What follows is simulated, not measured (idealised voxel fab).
The following process module bears the name voxel wiring stack.
Displayed cross-section: cut, width of 240 nm, square cells sized 5 nm.
Cross-section = grid of square cells, listed top down in bands; band = one or more rows.
Per band: top height and bottom height in nm, followed by the left-to-right materials and their widths in nm; "throughout" marks a single material spanning edge to edge, "empty" marks empty space.
Heads up on the height convention: 0 is the point under which the incoming wafer is all one material, and the lowest band has no bottom, it just keeps going down, like "z 0 and below".
It should be noted that a width expressed as "30..40" varies in equal increments from row to row of cells within the band, taking the value of the first number at the top row and that of the second number at the bottom row.
"no alterations made" means the step left every cell of the cross-section as it was.
Empty spaces counting at least 8 cells and having no open way to the top are listed in "Closed voids list". The notation width x height at distance is used for each, the distance being from the left edge and all three values in nm.
Text after the settings on a step's line: the simulator's own remark on that step.
"overlay nm" answers the question of how far to the right of plan the mask lay on a step that has a mask, and when it is negative the answer is to the left.

-- The steps planned for the process are as follows
1 RECEIVE (material Si)
2 CONFORMAL_DEP (material SiO2; thk nm 15)
3 CONFORMAL_DEP (material SiCN; thk nm 5)
4 DIRECTIONAL_DEP (material lowk; thk nm 20)
5 PATTERN (tone open; mask id METAL_1; material resist; width nm 20; pitch nm 45; thk nm 15; overlay nm 0)
6 DIRECTIONAL_ETCH (etch materials lowk; depth nm 20)
7 DIRECTIONAL_ETCH (etch materials SiCN; depth nm 5)
8 STRIP (etch materials resist)
9 CONFORMAL_DEP (material TiN; thk nm 5)
10 FILL_DEP (material Cu; thk nm 10)
11 CMP (height nm 40)
12 EPI (material Ru; thk nm 5)
13 FILL_DEP (material SiCN; thk nm 5)
14 DIRECTIONAL_DEP (material SiO2; thk nm 25)
15 MASKED_ETCH (tone open; mask id METAL_2; width nm 20; pitch nm 45; etch materials SiO2; depth nm 15; overlay nm 0)
16 PATTERN (tone open; mask id METAL_2_HOLES; material resist; width nm 15; pitch nm 45; thk nm 20; overlay nm 0)
17 DIRECTIONAL_ETCH (etch materials SiO2; depth nm 10)
18 DIRECTIONAL_ETCH (etch materials SiCN; depth nm 5)
19 STRIP (etch materials resist)
20 CONFORMAL_DEP (material TiN; thk nm 5)
21 FILL_DEP (material Cu; thk nm 10)
22 CMP (height nm 75)
23 CONFORMAL_DEP (material SiCN; thk nm 5)
24 DIRECTIONAL_DEP (material SiO2; thk nm 30)
25 PATTERN (tone open; mask id METAL_3; material resist; width nm 20; pitch nm 45; thk nm 20; overlay nm 0)
26 DIRECTIONAL_ETCH (etch materials SiO2; depth nm 20)
27 STRIP (etch materials resist)
28 MASKED_ETCH (tone open; mask id METAL_3_HOLES; width nm 15; pitch nm 45; etch materials SiO2; depth nm 10; overlay nm 0)
29 MASKED_ETCH (tone open; mask id METAL_3_HOLES; width nm 15; pitch nm 45; etch materials SiCN; depth nm 5; overlay nm 0)
30 CONFORMAL_DEP (material TiN; thk nm 5)
31 FILL_DEP (material Cu; thk nm 10)
32 CMP (height nm 110)
33 CONFORMAL_DEP (material SiCN; thk nm 5)

-- Delivered wafer in cross-section: state after step 1
  z 0 and below = Si throughout
  Closed voids list: none

-- Cross-section, end of module. Start: as above. Plan: as above. Execution: one mistake
  z 115 to 110 = SiCN throughout
  z 110 to 95 = SiO2=65 | TiN=5 | Cu=10 | TiN=5 | SiO2=25 | TiN=5 | Cu=10 | TiN=5 | SiO2=25 | TiN=5 | Cu=10 | TiN=5 | SiO2=65
  z 95 to 85 = SiO2=65 | TiN=5 | Cu=5 | TiN=10..5 | SiO2=25..30 | TiN=5 | Cu=5 | TiN=10..5 | SiO2=25..30 | TiN=5 | Cu=5 | TiN=10..5 | SiO2=65..70
  z 85 to 80 = SiO2=65 | TiN=15 | SiO2=30 | TiN=15 | SiO2=30 | TiN=15 | SiO2=70
  z 80 to 75 = SiCN=70 | TiN=10 | SiCN=35 | TiN=10 | SiCN=35 | TiN=10 | SiCN=70
  z 75 to 65 = SiO2=65 | TiN=5 | Cu=10 | TiN=5 | SiO2=25 | TiN=5 | Cu=10 | TiN=5 | SiO2=25 | TiN=5 | Cu=10 | TiN=5 | SiO2=65
  z 65 to 60 = SiO2=65 | TiN=5 | Cu=5 | TiN=10 | SiO2=25 | TiN=5 | Cu=5 | TiN=10 | SiO2=25 | TiN=5 | Cu=5 | TiN=10 | SiO2=65
  z 60 to 50 = SiO2=65 | TiN=5 | Cu=5 | TiN=5 | SiO2=30 | TiN=5 | Cu=5 | TiN=5 | SiO2=30 | TiN=5 | Cu=5 | TiN=5 | SiO2=70
  z 50 to 45 = SiCN=65 | TiN=15 | SiCN=30 | TiN=15 | SiCN=30 | TiN=15 | SiCN=70
  z 45 to 40 = SiCN=60 | Ru=30 | SiCN=15 | Ru=30 | SiCN=15 | Ru=30 | SiCN=60
  z 40 to 20 = lowk=65 | TiN=5 | Cu=10 | TiN=5 | lowk=25 | TiN=5 | Cu=10 | TiN=5 | lowk=25 | TiN=5 | Cu=10 | TiN=5 | lowk=65
  z 20 to 15 = SiCN=65 | TiN=20 | SiCN=25 | TiN=20 | SiCN=25 | TiN=20 | SiCN=65
  z 15 to 0 = SiO2 throughout
  z 0 and below = Si throughout
  Closed voids list: none
Diagnosis: step 29 ran differently from the plan; actual operation with settings: MASKED_ETCH (tone open; mask id METAL_3_HOLES; width nm 15; pitch nm 45; etch materials SiCN; depth nm 5; overlay nm 5)
